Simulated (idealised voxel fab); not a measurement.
Process module, titled voxel transistor to metal
The cross-section on display is named cut; it measures 190 nm wide, and its cells are 5 nm squares.
A cross-section in this document is a grid of square cells, and it is written down as bands, the top band listed before the ones below it; a band is made up of one or more rows of cells. Per band: top height and bottom height in nm, followed by the left-to-right materials and their widths in nm; "all across" marks a single material spanning edge to edge, "blank" marks empty space. Height 0 is the level under which the wafer as received is all one material. The lowest band goes on downwards, as in "z 0 and below". When a width is written as two numbers, as in "30 to 40", the first number is the width in the top row of cells of the band and the second is the width in its bottom row, and the width changes by the same amount from each row to the next. "no alterations made", as given for a step, is the statement that not any cell of the cross-section underwent a change during that step. You'll see "Fully sealed voids" listing empty spaces that have no way open to the top, as long as they're 8 cells or more; the notation is width x height at distance, where the distance is from the left edge, and all of it is in nm. If you see something after the settings on a step's line, that's the simulator's own remark about that step. Each step line may optionally specify "overlay nm", which for a step with a mask gives the rightward distance between the mask's planned place and where it lay, a negative value indicating the leftward direction.

### Intended process steps
- 1: RECEIVE with material Si
- 2: CONFORMAL_DEP with material SiO2, thk nm 5
- 3: CONFORMAL_DEP with material SiN, thk nm 15
- 4: MASKED_ETCH with tone cover, mask id ACTIVE, width nm 115, etch materials SiN, depth nm 15, overlay nm 0
- 5: MASKED_ETCH with tone cover, mask id ACTIVE, width nm 115, etch materials SiO2, depth nm 5, overlay nm 0
- 6: MASKED_ETCH with tone cover, mask id ACTIVE, width nm 115, etch materials Si, depth nm 20, overlay nm 0
- 7: FILL_DEP with material SiO2, thk nm 5
- 8: CMP with height nm 20
- 9: SELECTIVE_ETCH with etch materials SiO2, depth nm 10
- 10: STRIP with etch materials SiN
- 11: SELECTIVE_ETCH with etch materials SiO2, depth nm 5
- 12: OXIDIZE with depth nm 5
- 13: DIRECTIONAL_DEP with material polySi, thk nm 30
- 14: DIRECTIONAL_DEP with material SiCN, thk nm 15
- 15: DIRECTIONAL_DEP with material aC, thk nm 10
- 16: PATTERN with tone cover, mask id GATE, material resist, width nm 25, thk nm 25, overlay nm 0
- 17: DIRECTIONAL_ETCH with etch materials aC, depth nm 10
- 18: STRIP with etch materials resist
- 19: DIRECTIONAL_ETCH with etch materials SiCN, depth nm 25
- 20: DIRECTIONAL_ETCH with etch materials polySi, depth nm 40
- 21: STRIP with etch materials aC
- 22: CONFORMAL_DEP with material SiN, thk nm 5
- 23: DIRECTIONAL_ETCH with etch materials SiN, depth nm 5
- 24: DIRECTIONAL_ETCH with etch materials SiO2, depth nm 5
- 25: DIRECTIONAL_ETCH with etch materials Si, depth nm 5
- 26: EPI with material nSi, thk nm 5
- 27: FILL_DEP with material SiO2, thk nm 5
- 28: CMP with height nm 30
- 29: STRIP with etch materials polySi
- 30: SELECTIVE_ETCH with etch materials SiO2, depth nm 5
- 31: CONFORMAL_DEP with material HfO2, thk nm 5
- 32: CONFORMAL_DEP with material TiN, thk nm 5
- 33: FILL_DEP with material W, thk nm 5
- 34: CMP with height nm 25
- 35: DIRECTIONAL_DEP with material SiO2, thk nm 10
- 36: DIRECTIONAL_DEP with material aC, thk nm 15
- 37: PATTERN with tone open, mask id CONTACT, material resist, width nm 20, pitch nm 85, thk nm 35, overlay nm 0
- 38: DIRECTIONAL_ETCH with etch materials aC, depth nm 15
- 39: STRIP with etch materials resist
- 40: DIRECTIONAL_ETCH with etch materials SiO2, depth nm 40
- 41: STRIP with etch materials aC
- 42: CONFORMAL_DEP with material TiN, thk nm 5
- 43: FILL_DEP with material W, thk nm 5
- 44: CMP with height nm 35
- 45: DIRECTIONAL_DEP with material TiN, thk nm 5
- 46: DIRECTIONAL_DEP with material Ru, thk nm 25
- 47: PATTERN with tone cover, mask id METAL_1, material resist, width nm 20, pitch nm 85, thk nm 20, overlay nm 0
- 48: DIRECTIONAL_ETCH with etch materials Ru, depth nm 25
- 49: DIRECTIONAL_ETCH with etch materials TiN, depth nm 5
- 50: STRIP with etch materials resist
- 51: FILL_DEP with material lowk, thk nm 5
- 52: CMP with height nm 65
- 53: CONFORMAL_DEP with material SiCN, thk nm 5
- 54: DIRECTIONAL_DEP with material SiO2, thk nm 30
- 55: DIRECTIONAL_DEP with material aC, thk nm 15
- 56: PATTERN with tone open, mask id METAL_2, material resist, width nm 20, pitch nm 85, thk nm 30, overlay nm 0
- 57: DIRECTIONAL_ETCH with etch materials aC, depth nm 15
- 58: STRIP with etch materials resist
- 59: DIRECTIONAL_ETCH with etch materials SiO2, depth nm 15
- 60: STRIP with etch materials aC
- 61: DIRECTIONAL_DEP with material aC, thk nm 15
- 62: PATTERN with tone open, mask id METAL_2_HOLES, material resist, width nm 15, pitch nm 85, thk nm 35, overlay nm 0
- 63: DIRECTIONAL_ETCH with etch materials aC, depth nm 15
- 64: STRIP with etch materials resist
- 65: DIRECTIONAL_ETCH with etch materials SiO2, depth nm 15
- 66: DIRECTIONAL_ETCH with etch materials SiCN, depth nm 5
- 67: STRIP with etch materials aC
- 68: CONFORMAL_DEP with material TiN, thk nm 5
- 69: FILL_DEP with material Cu, thk nm 5
- 70: CMP with height nm 100
- 71: CONFORMAL_DEP with material SiCN, thk nm 5

### The following pertains to the first of two wafers, which was processed as planned

### So this is the incoming wafer in cross-section - it's already been through step 1
* z 0 and below = Si all across
* Fully sealed voids: none

### after step 2
* z 5 to 0 = SiO2 all across
* Anything lower than 0 is untouched.

### after step 3
* z 20 to 5 = SiN all across
* Anything lower than 5 is untouched.

### after step 4
* z 20 to 5 = 35 blank, 115 SiN, 40 blank
* Anything lower than 5 is untouched.

### after step 5
* z 20 to 5 = 35 blank, 115 SiN, 40 blank
* z 5 to 0 = 35 blank, 115 SiO2, 40 blank
* Anything lower than 0 is untouched.

### after step 6
* z 20 to 5 = 35 blank, 115 SiN, 40 blank
* z 5 to 0 = 35 blank, 115 SiO2, 40 blank
* z 0 to -20 = 35 blank, 115 Si, 40 blank
* Anything lower than -20 is untouched.

### after step 7
* z 25 to 20 = SiO2 all across
* z 20 to 5 = 35 SiO2, 115 SiN, 40 SiO2
* z 5 to 0 = SiO2 all across
* z 0 to -20 = 35 SiO2, 115 Si, 40 SiO2
* Anything lower than -20 is untouched.

### after step 8
* z 20 to 5 = 35 SiO2, 115 SiN, 40 SiO2
* Anything lower than 5 is untouched.

### after step 9
* z 20 to 10 = 35 blank, 115 SiN, 40 blank
* Anything lower than 10 is untouched.

### after step 10
* z 10 to 5 = 35 SiO2, 115 blank, 40 SiO2
* Anything lower than 5 is untouched.

### after step 11
* z 5 to 0 = 30 SiO2, 125 blank, 35 SiO2
* Anything lower than 0 is untouched.

### after step 12
* z 5 to 0 = 30 SiO2, 125 blank, 35 SiO2
* z 0 to -5 = SiO2 all across
* Anything lower than -5 is untouched.

### after step 13
* z 35 to 30 = 30 polySi, 125 blank, 35 polySi
* z 30 to 5 = polySi all across
* z 5 to 0 = 30 SiO2, 125 polySi, 35 SiO2
* Anything lower than 0 is untouched.

### after step 14
* z 50 to 45 = 30 SiCN, 125 blank, 35 SiCN
* z 45 to 35 = SiCN all across
* z 35 to 30 = 30 polySi, 125 SiCN, 35 polySi
* Anything lower than 30 is untouched.

### after step 15
* z 60 to 55 = 30 aC, 125 blank, 35 aC
* z 55 to 50 = aC all across
* z 50 to 45 = 30 SiCN, 125 aC, 35 SiCN
* Anything lower than 45 is untouched.

### after step 16
* z 85 to 60 = 80 blank, 25 resist, 85 blank
* z 60 to 55 = 30 aC, 50 blank, 25 resist, 50 blank, 35 aC
* Anything lower than 55 is untouched.

### after step 17
* z 75 to 55 = 80 blank, 25 resist, 85 blank
* z 55 to 50 = 80 blank, 25 aC, 85 blank
* z 50 to 45 = 30 SiCN, 50 blank, 25 aC, 50 blank, 35 SiCN
* Anything lower than 45 is untouched.

### after step 18
* z 55 to 50 = 80 blank, 25 aC, 85 blank
* Anything lower than 50 is untouched.

### after step 19
* z 55 to 45 = 80 blank, 25 aC, 85 blank
* z 45 to 35 = 80 blank, 25 SiCN, 85 blank
* z 35 to 30 = 30 polySi, 50 blank, 25 SiCN, 50 blank, 35 polySi
* Anything lower than 30 is untouched.

### after step 20
* z 55 to 45 = 80 blank, 25 aC, 85 blank
* z 45 to 30 = 80 blank, 25 SiCN, 85 blank
* z 30 to 5 = 80 blank, 25 polySi, 85 blank
* z 5 to 0 = 30 SiO2, 50 blank, 25 polySi, 50 blank, 35 SiO2
* Anything lower than 0 is untouched.

### after step 21
* z 45 to 30 = 80 blank, 25 SiCN, 85 blank
* Anything lower than 30 is untouched.

### after step 22
* z 50 to 45 = 75 blank, 35 SiN, 80 blank
* z 45 to 30 = 75 blank, 5 SiN, 25 SiCN, 5 SiN, 80 blank
* z 30 to 10 = 75 blank, 5 SiN, 25 polySi, 5 SiN, 80 blank
* z 10 to 5 = 35 SiN, 40 blank, 5 SiN, 25 polySi, 5 SiN, 40 blank, 40 SiN
* z 5 to 0 = 30 SiO2, 50 SiN, 25 polySi, 50 SiN, 35 SiO2
* Anything lower than 0 is untouched.

### after step 23
* z 45 to 30 = 75 blank, 5 SiN, 25 SiCN, 5 SiN, 80 blank
* z 30 to 5 = 75 blank, 5 SiN, 25 polySi, 5 SiN, 80 blank
* z 5 to 0 = 30 SiO2, 5 SiN, 40 blank, 5 SiN, 25 polySi, 5 SiN, 40 blank, 5 SiN, 35 SiO2
* Anything lower than 0 is untouched.

### after step 24
* z 45 to 30 = 75 blank, 5 SiN, 25 SiCN, 5 SiN, 80 blank
* z 30 to 5 = 75 blank, 5 SiN, 25 polySi, 5 SiN, 80 blank
* z 5 to 0 = 30 blank, 5 SiN, 40 blank, 5 SiN, 25 polySi, 5 SiN, 40 blank, 5 SiN, 35 blank
* z 0 to -5 = 35 SiO2, 40 blank, 35 SiO2, 40 blank, 40 SiO2
* Anything lower than -5 is untouched.

### after step 25
* z 45 to 30 = 75 blank, 5 SiN, 25 SiCN, 5 SiN, 80 blank
* z 30 to 5 = 75 blank, 5 SiN, 25 polySi, 5 SiN, 80 blank
* z 5 to 0 = 30 blank, 5 SiN, 40 blank, 5 SiN, 25 polySi, 5 SiN, 40 blank, 5 SiN, 35 blank
* z 0 to -5 = 35 SiO2, 40 blank, 35 SiO2, 40 blank, 40 SiO2
* z -5 to -10 = 35 SiO2, 40 blank, 35 Si, 40 blank, 40 SiO2
* Anything lower than -10 is untouched.

### after step 26
* z 45 to 30 = 75 blank, 5 SiN, 25 SiCN, 5 SiN, 80 blank
* z 30 to 5 = 75 blank, 5 SiN, 25 polySi, 5 SiN, 80 blank
* z 5 to 0 = 30 blank, 5 SiN, 40 blank, 5 SiN, 25 polySi, 5 SiN, 40 blank, 5 SiN, 35 blank
* z 0 to -5 = 35 SiO2, 35 blank, 5 nSi, 35 SiO2, 5 nSi, 35 blank, 40 SiO2
* z -5 to -10 = 35 SiO2, 40 nSi, 35 Si, 40 nSi, 40 SiO2
* Anything lower than -10 is untouched.

### after step 27
* z 50 to 45 = SiO2 all across
* z 45 to 30 = 75 SiO2, 5 SiN, 25 SiCN, 5 SiN, 80 SiO2
* z 30 to 5 = 75 SiO2, 5 SiN, 25 polySi, 5 SiN, 80 SiO2
* z 5 to 0 = 30 SiO2, 5 SiN, 40 SiO2, 5 SiN, 25 polySi, 5 SiN, 40 SiO2, 5 SiN, 35 SiO2
* z 0 to -5 = 70 SiO2, 5 nSi, 35 SiO2, 5 nSi, 75 SiO2
* Anything lower than -5 is untouched.

### after step 28
* z 30 to 5 = 75 SiO2, 5 SiN, 25 polySi, 5 SiN, 80 SiO2
* Anything lower than 5 is untouched.

### after step 29
* z 30 to 5 = 75 SiO2, 5 SiN, 25 blank, 5 SiN, 80 SiO2
* z 5 to 0 = 30 SiO2, 5 SiN, 40 SiO2, 5 SiN, 25 blank, 5 SiN, 40 SiO2, 5 SiN, 35 SiO2
* Anything lower than 0 is untouched.

### after step 30
* z 30 to 25 = 75 blank, 5 SiN, 25 blank, 5 SiN, 80 blank
* z 25 to 5 = 75 SiO2, 5 SiN, 25 blank, 5 SiN, 80 SiO2
* z 5 to 0 = 30 SiO2, 5 SiN, 40 SiO2, 5 SiN, 25 blank, 5 SiN, 40 SiO2, 5 SiN, 35 SiO2
* z 0 to -5 = 70 SiO2, 5 nSi, 35 blank, 5 nSi, 75 SiO2
* Anything lower than -5 is untouched.

### after step 31
* z 35 to 30 = 70 blank, 15 HfO2, 15 blank, 15 HfO2, 75 blank
* z 30 to 25 = 75 HfO2, 5 SiN, 5 HfO2, 15 blank, 5 HfO2, 5 SiN, 80 HfO2
* z 25 to 5 = 75 SiO2, 5 SiN, 5 HfO2, 15 blank, 5 HfO2, 5 SiN, 80 SiO2
* z 5 to 0 = 30 SiO2, 5 SiN, 40 SiO2, 5 SiN, 5 HfO2, 15 blank, 5 HfO2, 5 SiN, 40 SiO2, 5 SiN, 35 SiO2
* z 0 to -5 = 70 SiO2, 5 nSi, 35 HfO2, 5 nSi, 75 SiO2
* Anything lower than -5 is untouched.

### after step 32
* z 40 to 35 = 65 blank, 25 TiN, 5 blank, 25 TiN, 70 blank
* z 35 to 30 = 70 TiN, 15 HfO2, 5 TiN, 5 blank, 5 TiN, 15 HfO2, 75 TiN
* z 30 to 25 = 75 HfO2, 5 SiN, 5 HfO2, 5 TiN, 5 blank, 5 TiN, 5 HfO2, 5 SiN, 80 HfO2
* z 25 to 5 = 75 SiO2, 5 SiN, 5 HfO2, 5 TiN, 5 blank, 5 TiN, 5 HfO2, 5 SiN, 80 SiO2
* z 5 to 0 = 30 SiO2, 5 SiN, 40 SiO2, 5 SiN, 5 HfO2, 15 TiN, 5 HfO2, 5 SiN, 40 SiO2, 5 SiN, 35 SiO2
* Anything lower than 0 is untouched.

### after step 33
* z 45 to 40 = W all across
* z 40 to 35 = 65 W, 25 TiN, 5 W, 25 TiN, 70 W
* z 35 to 30 = 70 TiN, 15 HfO2, 5 TiN, 5 W, 5 TiN, 15 HfO2, 75 TiN
* z 30 to 25 = 75 HfO2, 5 SiN, 5 HfO2, 5 TiN, 5 W, 5 TiN, 5 HfO2, 5 SiN, 80 HfO2
* z 25 to 5 = 75 SiO2, 5 SiN, 5 HfO2, 5 TiN, 5 W, 5 TiN, 5 HfO2, 5 SiN, 80 SiO2
* Anything lower than 5 is untouched.

### after step 34
* z 25 to 5 = 75 SiO2, 5 SiN, 5 HfO2, 5 TiN, 5 W, 5 TiN, 5 HfO2, 5 SiN, 80 SiO2
* Anything lower than 5 is untouched.

### after step 35
* z 35 to 25 = SiO2 all across
* Anything lower than 25 is untouched.

### after step 36
* z 50 to 35 = aC all across
* Anything lower than 35 is untouched.

### after step 37
* z 85 to 50 = 40 resist, 20 blank, 65 resist, 20 blank, 45 resist
* Anything lower than 50 is untouched.

### after step 38
* z 70 to 50 = 40 resist, 20 blank, 65 resist, 20 blank, 45 resist
* z 50 to 35 = 40 aC, 20 blank, 65 aC, 20 blank, 45 aC
* Anything lower than 35 is untouched.

### after step 39
* z 50 to 35 = 40 aC, 20 blank, 65 aC, 20 blank, 45 aC
* Anything lower than 35 is untouched.

### after step 40
* z 50 to 35 = 40 aC, 20 blank, 65 aC, 20 blank, 45 aC
* z 35 to 25 = 40 SiO2, 20 blank, 65 SiO2, 20 blank, 45 SiO2
* z 25 to 5 = 40 SiO2, 20 blank, 15 SiO2, 5 SiN, 5 HfO2, 5 TiN, 5 W, 5 TiN, 5 HfO2, 5 SiN, 15 SiO2, 20 blank, 45 SiO2
* z 5 to 0 = 30 SiO2, 5 SiN, 5 SiO2, 20 blank, 15 SiO2, 5 SiN, 5 HfO2, 15 TiN, 5 HfO2, 5 SiN, 15 SiO2, 20 blank, 5 SiO2, 5 SiN, 35 SiO2
* z 0 to -5 = 40 SiO2, 20 blank, 10 SiO2, 5 nSi, 35 HfO2, 5 nSi, 10 SiO2, 20 blank, 45 SiO2
* Anything lower than -5 is untouched.

### after step 41
* z 35 to 25 = 40 SiO2, 20 blank, 65 SiO2, 20 blank, 45 SiO2
* Anything lower than 25 is untouched.

### after step 42
* z 40 to 35 = 45 TiN, 10 blank, 75 TiN, 10 blank, 50 TiN
* z 35 to 25 = 40 SiO2, 5 TiN, 10 blank, 5 TiN, 65 SiO2, 5 TiN, 10 blank, 5 TiN, 45 SiO2
* z 25 to 5 = 40 SiO2, 5 TiN, 10 blank, 5 TiN, 15 SiO2, 5 SiN, 5 HfO2, 5 TiN, 5 W, 5 TiN, 5 HfO2, 5 SiN, 15 SiO2, 5 TiN, 10 blank, 5 TiN, 45 SiO2
* z 5 to 0 = 30 SiO2, 5 SiN, 5 SiO2, 5 TiN, 10 blank, 5 TiN, 15 SiO2, 5 SiN, 5 HfO2, 15 TiN, 5 HfO2, 5 SiN, 15 SiO2, 5 TiN, 10 blank, 5 TiN, 5 SiO2, 5 SiN, 35 SiO2
* z 0 to -5 = 40 SiO2, 20 TiN, 10 SiO2, 5 nSi, 35 HfO2, 5 nSi, 10 SiO2, 20 TiN, 45 SiO2
* Anything lower than -5 is untouched.

### after step 43
* z 45 to 40 = W all across
* z 40 to 35 = 45 TiN, 10 W, 75 TiN, 10 W, 50 TiN
* z 35 to 25 = 40 SiO2, 5 TiN, 10 W, 5 TiN, 65 SiO2, 5 TiN, 10 W, 5 TiN, 45 SiO2
* z 25 to 5 = 40 SiO2, 5 TiN, 10 W, 5 TiN, 15 SiO2, 5 SiN, 5 HfO2, 5 TiN, 5 W, 5 TiN, 5 HfO2, 5 SiN, 15 SiO2, 5 TiN, 10 W, 5 TiN, 45 SiO2
* z 5 to 0 = 30 SiO2, 5 SiN, 5 SiO2, 5 TiN, 10 W, 5 TiN, 15 SiO2, 5 SiN, 5 HfO2, 15 TiN, 5 HfO2, 5 SiN, 15 SiO2, 5 TiN, 10 W, 5 TiN, 5 SiO2, 5 SiN, 35 SiO2
* Anything lower than 0 is untouched.

### after step 44
* z 35 to 25 = 40 SiO2, 5 TiN, 10 W, 5 TiN, 65 SiO2, 5 TiN, 10 W, 5 TiN, 45 SiO2
* Anything lower than 25 is untouched.

### after step 45
* z 40 to 35 = TiN all across
* Anything lower than 35 is untouched.

### after step 46
* z 65 to 40 = Ru all across
* Anything lower than 40 is untouched.

### after step 47
* z 85 to 65 = 40 blank, 20 resist, 65 blank, 20 resist, 45 blank
* Anything lower than 65 is untouched.

### after step 48
* z 85 to 65 = 40 blank, 20 resist, 65 blank, 20 resist, 45 blank
* z 65 to 40 = 40 blank, 20 Ru, 65 blank, 20 Ru, 45 blank
* Anything lower than 40 is untouched.

### after step 49
* z 85 to 65 = 40 blank, 20 resist, 65 blank, 20 resist, 45 blank
* z 65 to 40 = 40 blank, 20 Ru, 65 blank, 20 Ru, 45 blank
* z 40 to 35 = 40 blank, 20 TiN, 65 blank, 20 TiN, 45 blank
* Anything lower than 35 is untouched.

### after step 50
* z 65 to 40 = 40 blank, 20 Ru, 65 blank, 20 Ru, 45 blank
* Anything lower than 40 is untouched.

### after step 51
* z 70 to 65 = lowk all across
* z 65 to 40 = 40 lowk, 20 Ru, 65 lowk, 20 Ru, 45 lowk
* z 40 to 35 = 40 lowk, 20 TiN, 65 lowk, 20 TiN, 45 lowk
* Anything lower than 35 is untouched.

### after step 52
* z 65 to 40 = 40 lowk, 20 Ru, 65 lowk, 20 Ru, 45 lowk
* Anything lower than 40 is untouched.

### after step 53
* z 70 to 65 = SiCN all across
* Anything lower than 65 is untouched.

### after step 54
* z 100 to 70 = SiO2 all across
* Anything lower than 70 is untouched.

### after step 55
* z 115 to 100 = aC all across
* Anything lower than 100 is untouched.

### after step 56
* z 145 to 115 = 40 resist, 20 blank, 65 resist, 20 blank, 45 resist
* Anything lower than 115 is untouched.

### after step 57
* z 130 to 115 = 40 resist, 20 blank, 65 resist, 20 blank, 45 resist
* z 115 to 100 = 40 aC, 20 blank, 65 aC, 20 blank, 45 aC
* Anything lower than 100 is untouched.

### after step 58
* z 115 to 100 = 40 aC, 20 blank, 65 aC, 20 blank, 45 aC
* Anything lower than 100 is untouched.

### after step 59
* z 115 to 100 = 40 aC, 20 blank, 65 aC, 20 blank, 45 aC
* z 100 to 85 = 40 SiO2, 20 blank, 65 SiO2, 20 blank, 45 SiO2
* Anything lower than 85 is untouched.

### after step 60
* z 100 to 85 = 40 SiO2, 20 blank, 65 SiO2, 20 blank, 45 SiO2
* Anything lower than 85 is untouched.

### after step 61
* z 115 to 100 = 40 aC, 20 blank, 65 aC, 20 blank, 45 aC
* z 100 to 85 = 40 SiO2, 20 aC, 65 SiO2, 20 aC, 45 SiO2
* Anything lower than 85 is untouched.

### after step 62
* z 150 to 115 = 40 resist, 15 blank, 70 resist, 15 blank, 50 resist
* z 115 to 100 = 40 aC, 15 blank, 5 resist, 65 aC, 15 blank, 5 resist, 45 aC
* Anything lower than 100 is untouched.

### after step 63
* z 135 to 115 = 40 resist, 15 blank, 70 resist, 15 blank, 50 resist
* z 115 to 100 = 40 aC, 15 blank, 5 resist, 65 aC, 15 blank, 5 resist, 45 aC
* z 100 to 85 = 40 SiO2, 15 blank, 5 aC, 65 SiO2, 15 blank, 5 aC, 45 SiO2
* Anything lower than 85 is untouched.

### after step 64
* z 115 to 100 = 40 aC, 20 blank, 65 aC, 20 blank, 45 aC
* Anything lower than 100 is untouched.

### after step 65
* z 115 to 100 = 40 aC, 20 blank, 65 aC, 20 blank, 45 aC
* z 100 to 85 = 40 SiO2, 15 blank, 5 aC, 65 SiO2, 15 blank, 5 aC, 45 SiO2
* z 85 to 70 = 40 SiO2, 15 blank, 70 SiO2, 15 blank, 50 SiO2
* Anything lower than 70 is untouched.

### after step 66
* z 115 to 100 = 40 aC, 20 blank, 65 aC, 20 blank, 45 aC
* z 100 to 85 = 40 SiO2, 15 blank, 5 aC, 65 SiO2, 15 blank, 5 aC, 45 SiO2
* z 85 to 70 = 40 SiO2, 15 blank, 70 SiO2, 15 blank, 50 SiO2
* z 70 to 65 = 40 SiCN, 15 blank, 70 SiCN, 15 blank, 50 SiCN
* Anything lower than 65 is untouched.

### after step 67
* z 100 to 85 = 40 SiO2, 20 blank, 65 SiO2, 20 blank, 45 SiO2
* Anything lower than 85 is untouched.

### after step 68
* z 105 to 100 = 45 TiN, 10 blank, 75 TiN, 10 blank, 50 TiN
* z 100 to 90 = 40 SiO2, 5 TiN, 10 blank, 5 TiN, 65 SiO2, 5 TiN, 10 blank, 5 TiN, 45 SiO2
* z 90 to 85 = 40 SiO2, 5 TiN, 5 blank, 10 TiN, 65 SiO2, 5 TiN, 5 blank, 10 TiN, 45 SiO2
* z 85 to 70 = 40 SiO2, 5 TiN, 5 blank, 5 TiN, 70 SiO2, 5 TiN, 5 blank, 5 TiN, 50 SiO2
* z 70 to 65 = 40 SiCN, 15 TiN, 70 SiCN, 15 TiN, 50 SiCN
* Anything lower than 65 is untouched.

### after step 69
* z 110 to 105 = Cu all across
* z 105 to 100 = 45 TiN, 10 Cu, 75 TiN, 10 Cu, 50 TiN
* z 100 to 90 = 40 SiO2, 5 TiN, 10 Cu, 5 TiN, 65 SiO2, 5 TiN, 10 Cu, 5 TiN, 45 SiO2
* z 90 to 85 = 40 SiO2, 5 TiN, 5 Cu, 10 TiN, 65 SiO2, 5 TiN, 5 Cu, 10 TiN, 45 SiO2
* z 85 to 70 = 40 SiO2, 5 TiN, 5 Cu, 5 TiN, 70 SiO2, 5 TiN, 5 Cu, 5 TiN, 50 SiO2
* Anything lower than 70 is untouched.

### after step 70
* z 100 to 90 = 40 SiO2, 5 TiN, 10 Cu, 5 TiN, 65 SiO2, 5 TiN, 10 Cu, 5 TiN, 45 SiO2
* Anything lower than 90 is untouched.

### after step 71
* z 105 to 100 = SiCN all across
* Anything lower than 100 is untouched.

### What follows concerns the second wafer, which started out like the first and was meant to follow the very same plan; one mistake crept in when it was run, but everything up to and including step 46 is the same as for the first wafer

### Second wafer at the planned finish of step 47, seen in cross-section
* z 85 to 65 = 30 blank, 20 resist, 65 blank, 20 resist, 55 blank
* Anything lower than 65 is untouched.

### Second wafer at the planned finish of step 48, seen in cross-section
* z 85 to 65 = 30 blank, 20 resist, 65 blank, 20 resist, 55 blank
* z 65 to 40 = 30 blank, 20 Ru, 65 blank, 20 Ru, 55 blank
* Anything lower than 40 is untouched.

### Second wafer at the planned finish of step 49, seen in cross-section
* z 85 to 65 = 30 blank, 20 resist, 65 blank, 20 resist, 55 blank
* z 65 to 40 = 30 blank, 20 Ru, 65 blank, 20 Ru, 55 blank
* z 40 to 35 = 30 blank, 20 TiN, 65 blank, 20 TiN, 55 blank
* Anything lower than 35 is untouched.

### Second wafer at the planned finish of step 50, seen in cross-section
* z 65 to 40 = 30 blank, 20 Ru, 65 blank, 20 Ru, 55 blank
* Anything lower than 40 is untouched.

### Second wafer at the planned finish of step 51, seen in cross-section
* z 70 to 65 = lowk all across
* z 65 to 40 = 30 lowk, 20 Ru, 65 lowk, 20 Ru, 55 lowk
* z 40 to 35 = 30 lowk, 20 TiN, 65 lowk, 20 TiN, 55 lowk
* Anything lower than 35 is untouched.

### Second wafer at the planned finish of step 52, seen in cross-section
* z 65 to 40 = 30 lowk, 20 Ru, 65 lowk, 20 Ru, 55 lowk
* Anything lower than 40 is untouched.

### Second wafer at the planned finish of step 53, seen in cross-section
* z 70 to 65 = SiCN all across
* Anything lower than 65 is untouched.

### Second wafer at the planned finish of step 54, seen in cross-section
* z 100 to 70 = SiO2 all across
* Anything lower than 70 is untouched.

### Second wafer at the planned finish of step 55, seen in cross-section
* z 115 to 100 = aC all across
* Anything lower than 100 is untouched.

### Second wafer at the planned finish of step 56, seen in cross-section
* z 145 to 115 = 40 resist, 20 blank, 65 resist, 20 blank, 45 resist
* Anything lower than 115 is untouched.

### Second wafer at the planned finish of step 57, seen in cross-section
* z 130 to 115 = 40 resist, 20 blank, 65 resist, 20 blank, 45 resist
* z 115 to 100 = 40 aC, 20 blank, 65 aC, 20 blank, 45 aC
* Anything lower than 100 is untouched.

### Second wafer at the planned finish of step 58, seen in cross-section
* z 115 to 100 = 40 aC, 20 blank, 65 aC, 20 blank, 45 aC
* Anything lower than 100 is untouched.

### Second wafer at the planned finish of step 59, seen in cross-section
* z 115 to 100 = 40 aC, 20 blank, 65 aC, 20 blank, 45 aC
* z 100 to 85 = 40 SiO2, 20 blank, 65 SiO2, 20 blank, 45 SiO2
* Anything lower than 85 is untouched.

### Second wafer at the planned finish of step 60, seen in cross-section
* z 100 to 85 = 40 SiO2, 20 blank, 65 SiO2, 20 blank, 45 SiO2
* Anything lower than 85 is untouched.

### Second wafer at the planned finish of step 61, seen in cross-section
* z 115 to 100 = 40 aC, 20 blank, 65 aC, 20 blank, 45 aC
* z 100 to 85 = 40 SiO2, 20 aC, 65 SiO2, 20 aC, 45 SiO2
* Anything lower than 85 is untouched.

### Second wafer at the planned finish of step 62, seen in cross-section
* z 150 to 115 = 40 resist, 15 blank, 70 resist, 15 blank, 50 resist
* z 115 to 100 = 40 aC, 15 blank, 5 resist, 65 aC, 15 blank, 5 resist, 45 aC
* Anything lower than 100 is untouched.

### Second wafer at the planned finish of step 63, seen in cross-section
* z 135 to 115 = 40 resist, 15 blank, 70 resist, 15 blank, 50 resist
* z 115 to 100 = 40 aC, 15 blank, 5 resist, 65 aC, 15 blank, 5 resist, 45 aC
* z 100 to 85 = 40 SiO2, 15 blank, 5 aC, 65 SiO2, 15 blank, 5 aC, 45 SiO2
* Anything lower than 85 is untouched.

### Second wafer at the planned finish of step 64, seen in cross-section
* z 115 to 100 = 40 aC, 20 blank, 65 aC, 20 blank, 45 aC
* Anything lower than 100 is untouched.

### Second wafer at the planned finish of step 65, seen in cross-section
* z 115 to 100 = 40 aC, 20 blank, 65 aC, 20 blank, 45 aC
* z 100 to 85 = 40 SiO2, 15 blank, 5 aC, 65 SiO2, 15 blank, 5 aC, 45 SiO2
* z 85 to 70 = 40 SiO2, 15 blank, 70 SiO2, 15 blank, 50 SiO2
* Anything lower than 70 is untouched.

### Second wafer at the planned finish of step 66, seen in cross-section
* z 115 to 100 = 40 aC, 20 blank, 65 aC, 20 blank, 45 aC
* z 100 to 85 = 40 SiO2, 15 blank, 5 aC, 65 SiO2, 15 blank, 5 aC, 45 SiO2
* z 85 to 70 = 40 SiO2, 15 blank, 70 SiO2, 15 blank, 50 SiO2
* z 70 to 65 = 40 SiCN, 15 blank, 70 SiCN, 15 blank, 50 SiCN
* Anything lower than 65 is untouched.

### Second wafer at the planned finish of step 67, seen in cross-section
* z 100 to 85 = 40 SiO2, 20 blank, 65 SiO2, 20 blank, 45 SiO2
* Anything lower than 85 is untouched.

### Second wafer at the planned finish of step 68, seen in cross-section
* z 105 to 100 = 45 TiN, 10 blank, 75 TiN, 10 blank, 50 TiN
* z 100 to 90 = 40 SiO2, 5 TiN, 10 blank, 5 TiN, 65 SiO2, 5 TiN, 10 blank, 5 TiN, 45 SiO2
* z 90 to 85 = 40 SiO2, 5 TiN, 5 blank, 10 TiN, 65 SiO2, 5 TiN, 5 blank, 10 TiN, 45 SiO2
* z 85 to 70 = 40 SiO2, 5 TiN, 5 blank, 5 TiN, 70 SiO2, 5 TiN, 5 blank, 5 TiN, 50 SiO2
* z 70 to 65 = 40 SiCN, 15 TiN, 70 SiCN, 15 TiN, 50 SiCN
* Anything lower than 65 is untouched.

### Second wafer at the planned finish of step 69, seen in cross-section
* z 110 to 105 = Cu all across
* z 105 to 100 = 45 TiN, 10 Cu, 75 TiN, 10 Cu, 50 TiN
* z 100 to 90 = 40 SiO2, 5 TiN, 10 Cu, 5 TiN, 65 SiO2, 5 TiN, 10 Cu, 5 TiN, 45 SiO2
* z 90 to 85 = 40 SiO2, 5 TiN, 5 Cu, 10 TiN, 65 SiO2, 5 TiN, 5 Cu, 10 TiN, 45 SiO2
* z 85 to 70 = 40 SiO2, 5 TiN, 5 Cu, 5 TiN, 70 SiO2, 5 TiN, 5 Cu, 5 TiN, 50 SiO2
* Anything lower than 70 is untouched.

### Second wafer at the planned finish of step 70, seen in cross-section
* z 100 to 90 = 40 SiO2, 5 TiN, 10 Cu, 5 TiN, 65 SiO2, 5 TiN, 10 Cu, 5 TiN, 45 SiO2
* Anything lower than 90 is untouched.

### Second wafer at the planned finish of step 71, seen in cross-section
* z 105 to 100 = SiCN all across
* Anything lower than 100 is untouched.
Nonconformance to the process plan: step 47 went in with a setting other than planned; the actual run was PATTERN with tone cover, mask id METAL_1, material resist, width nm 20, pitch nm 85, thk nm 20, overlay nm -10
End check, second vs first wafer: material counts in cells match, positions do not.
